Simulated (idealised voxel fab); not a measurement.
process module | voxel fin reveal
We display cut, a cross-section 185 nm in width whose square cells are each 5 nm.
We lay out every cross-section as a grid of square cells and spell it out in bands from the top down, where one band means one or more rows of cells.
Band: top and bottom heights (nm) first, top before bottom; then materials from left to right, widths in nm. "throughout" marks a sole material filling the band edge to edge. "blank" denotes empty space.
Heights are expressed relative to 0, this being the level below which the as-received wafer comprises one material exclusively. The lowest band is unbounded in the downward direction and is denoted as in "0 -> down".
The two numbers in a width such as "30 to 40" mark its ends across the band: the first belongs to the top row of cells, the second to the bottom row, and from each row to the next the width moves by the same amount.
"nothing got changed" after a step means that no cell of the cross-section changed.
The entry titled "Fully enclosed voids" provides the empty spaces that have no open way to the top, restricted to those of 8 cells or more. Each is presented as width x height at distance, the distance being measured from the left edge, with all three in nm.
Where a step's line continues beyond its settings, the continuation is a remark by the simulator itself on that step.
For masked steps, "overlay nm" on the step line gives how far right of plan the mask actually lay; a minus sign means it lay to the left.

# This section lists the process steps that were planned
1) RECEIVE | material Si
2) CONFORMAL_DEP | material SiN | thk nm 5
3) DIRECTIONAL_DEP | material aC | thk nm 15
4) PATTERN | tone cover | mask id FINS | material resist | width nm 15 | pitch nm 45 | thk nm 35 | overlay nm 0
5) DIRECTIONAL_ETCH | etch materials aC | depth nm 15
6) STRIP | etch materials resist
7) DIRECTIONAL_ETCH | etch materials SiN | depth nm 5
8) DIRECTIONAL_ETCH | etch materials Si | depth nm 35
9) STRIP | etch materials aC
10) OXIDIZE | depth nm 5
11) FILL_DEP | material SiO2 | thk nm 10
12) CMP | height nm 5
13) SELECTIVE_ETCH | etch materials SiO2 | depth nm 20
14) STRIP | etch materials SiN
15) CONFORMAL_DEP | material SiO2 | thk nm 5

# Below: the first of two wafers, run as planned

# Wafer cross-section on receipt, i.e. after step 1
- 0 -> down  Si throughout
- Fully enclosed voids: none

# Wafer after step 2 (cross-section)
- 5 -> 0  SiN throughout
- below 0: unchanged

# Wafer after step 3 (cross-section)
- 20 -> 5  aC throughout
- below 5: unchanged

# Wafer after step 4 (cross-section)
- 55 -> 20  60 nm blank; 15 nm resist; 30 nm blank; 15 nm resist; 65 nm blank
- below 20: unchanged

# Wafer after step 5 (cross-section)
- 40 -> 20  60 nm blank; 15 nm resist; 30 nm blank; 15 nm resist; 65 nm blank
- 20 -> 5  60 nm blank; 15 nm aC; 30 nm blank; 15 nm aC; 65 nm blank
- below 5: unchanged

# Wafer after step 6 (cross-section)
- 20 -> 5  60 nm blank; 15 nm aC; 30 nm blank; 15 nm aC; 65 nm blank
- below 5: unchanged

# Wafer after step 7 (cross-section)
- 20 -> 5  60 nm blank; 15 nm aC; 30 nm blank; 15 nm aC; 65 nm blank
- 5 -> 0  60 nm blank; 15 nm SiN; 30 nm blank; 15 nm SiN; 65 nm blank
- below 0: unchanged

# Wafer after step 8 (cross-section)
- 20 -> 5  60 nm blank; 15 nm aC; 30 nm blank; 15 nm aC; 65 nm blank
- 5 -> 0  60 nm blank; 15 nm SiN; 30 nm blank; 15 nm SiN; 65 nm blank
- 0 -> -35  60 nm blank; 15 nm Si; 30 nm blank; 15 nm Si; 65 nm blank
- below -35: unchanged

# Wafer after step 9 (cross-section)
- 5 -> 0  60 nm blank; 15 nm SiN; 30 nm blank; 15 nm SiN; 65 nm blank
- below 0: unchanged

# Wafer after step 10 (cross-section)
- 5 -> 0  60 nm blank; 15 nm SiN; 30 nm blank; 15 nm SiN; 65 nm blank
- 0 -> -35  60 nm blank; 5 nm SiO2; 5 nm Si; 5 nm SiO2; 30 nm blank; 5 nm SiO2; 5 nm Si; 5 nm SiO2; 65 nm blank
- -35 -> -40  65 nm SiO2; 5 nm Si; 40 nm SiO2; 5 nm Si; 70 nm SiO2
- below -40: unchanged

# Wafer after step 11 (cross-section)
- 15 -> 5  SiO2 throughout
- 5 -> 0  60 nm SiO2; 15 nm SiN; 30 nm SiO2; 15 nm SiN; 65 nm SiO2
- 0 -> -40  65 nm SiO2; 5 nm Si; 40 nm SiO2; 5 nm Si; 70 nm SiO2
- below -40: unchanged

# Wafer after step 12 (cross-section)
- 5 -> 0  60 nm SiO2; 15 nm SiN; 30 nm SiO2; 15 nm SiN; 65 nm SiO2
- below 0: unchanged

# Wafer after step 13 (cross-section)
- 5 -> 0  60 nm blank; 15 nm SiN; 30 nm blank; 15 nm SiN; 65 nm blank
- 0 -> -15  65 nm blank; 5 nm Si; 40 nm blank; 5 nm Si; 70 nm blank
- below -15: unchanged

# Wafer after step 14 (cross-section)
- 0 -> -15  65 nm blank; 5 nm Si; 40 nm blank; 5 nm Si; 70 nm blank
- below -15: unchanged

# Wafer after step 15 (cross-section)
- 5 -> 0  60 nm blank; 15 nm SiO2; 30 nm blank; 15 nm SiO2; 65 nm blank
- 0 -> -10  60 nm blank; 5 nm SiO2; 5 nm Si; 5 nm SiO2; 30 nm blank; 5 nm SiO2; 5 nm Si; 5 nm SiO2; 65 nm blank
- -10 -> -40  65 nm SiO2; 5 nm Si; 40 nm SiO2; 5 nm Si; 70 nm SiO2
- below -40: unchanged

# The second wafer began exactly as the first did and followed the same plan, but one mistake was made while running it; through step 3 inclusive, the two wafers are identical

# X-section, second wafer, when step 4 was due to finish
- 55 -> 20  60 nm blank; 20 nm resist; 25 nm blank; 20 nm resist; 60 nm blank
- below 20: unchanged

# X-section, second wafer, when step 5 was due to finish
- 40 -> 20  60 nm blank; 20 nm resist; 25 nm blank; 20 nm resist; 60 nm blank
- 20 -> 5  60 nm blank; 20 nm aC; 25 nm blank; 20 nm aC; 60 nm blank
- below 5: unchanged

# X-section, second wafer, when step 6 was due to finish
- 20 -> 5  60 nm blank; 20 nm aC; 25 nm blank; 20 nm aC; 60 nm blank
- below 5: unchanged

# X-section, second wafer, when step 7 was due to finish
- 20 -> 5  60 nm blank; 20 nm aC; 25 nm blank; 20 nm aC; 60 nm blank
- 5 -> 0  60 nm blank; 20 nm SiN; 25 nm blank; 20 nm SiN; 60 nm blank
- below 0: unchanged

# X-section, second wafer, when step 8 was due to finish
- 20 -> 5  60 nm blank; 20 nm aC; 25 nm blank; 20 nm aC; 60 nm blank
- 5 -> 0  60 nm blank; 20 nm SiN; 25 nm blank; 20 nm SiN; 60 nm blank
- 0 -> -35  60 nm blank; 20 nm Si; 25 nm blank; 20 nm Si; 60 nm blank
- below -35: unchanged

# X-section, second wafer, when step 9 was due to finish
- 5 -> 0  60 nm blank; 20 nm SiN; 25 nm blank; 20 nm SiN; 60 nm blank
- below 0: unchanged

# X-section, second wafer, when step 10 was due to finish
- 5 -> 0  60 nm blank; 20 nm SiN; 25 nm blank; 20 nm SiN; 60 nm blank
- 0 -> -35  60 nm blank; 5 nm SiO2; 10 nm Si; 5 nm SiO2; 25 nm blank; 5 nm SiO2; 10 nm Si; 5 nm SiO2; 60 nm blank
- -35 -> -40  65 nm SiO2; 10 nm Si; 35 nm SiO2; 10 nm Si; 65 nm SiO2
- below -40: unchanged

# X-section, second wafer, when step 11 was due to finish
- 15 -> 5  SiO2 throughout
- 5 -> 0  60 nm SiO2; 20 nm SiN; 25 nm SiO2; 20 nm SiN; 60 nm SiO2
- 0 -> -40  65 nm SiO2; 10 nm Si; 35 nm SiO2; 10 nm Si; 65 nm SiO2
- below -40: unchanged

# X-section, second wafer, when step 12 was due to finish
- 5 -> 0  60 nm SiO2; 20 nm SiN; 25 nm SiO2; 20 nm SiN; 60 nm SiO2
- below 0: unchanged

# X-section, second wafer, when step 13 was due to finish
- 5 -> 0  60 nm blank; 20 nm SiN; 25 nm blank; 20 nm SiN; 60 nm blank
- 0 -> -15  65 nm blank; 10 nm Si; 35 nm blank; 10 nm Si; 65 nm blank
- below -15: unchanged

# X-section, second wafer, when step 14 was due to finish
- 0 -> -15  65 nm blank; 10 nm Si; 35 nm blank; 10 nm Si; 65 nm blank
- below -15: unchanged

# X-section, second wafer, when step 15 was due to finish
- 5 -> 0  60 nm blank; 20 nm SiO2; 25 nm blank; 20 nm SiO2; 60 nm blank
- 0 -> -10  60 nm blank; 5 nm SiO2; 10 nm Si; 5 nm SiO2; 25 nm blank; 5 nm SiO2; 10 nm Si; 5 nm SiO2; 60 nm blank
- -10 -> -40  65 nm SiO2; 10 nm Si; 35 nm SiO2; 10 nm Si; 65 nm SiO2
- below -40: unchanged
What broke from the plan during processing? off-plan run, step 4, actual operation and settings PATTERN | tone cover | mask id FINS | material resist | width nm 20 | pitch nm 45 | thk nm 35 | overlay nm 0
at the end the second wafer has, in cells: Si +16, SiO2 -10
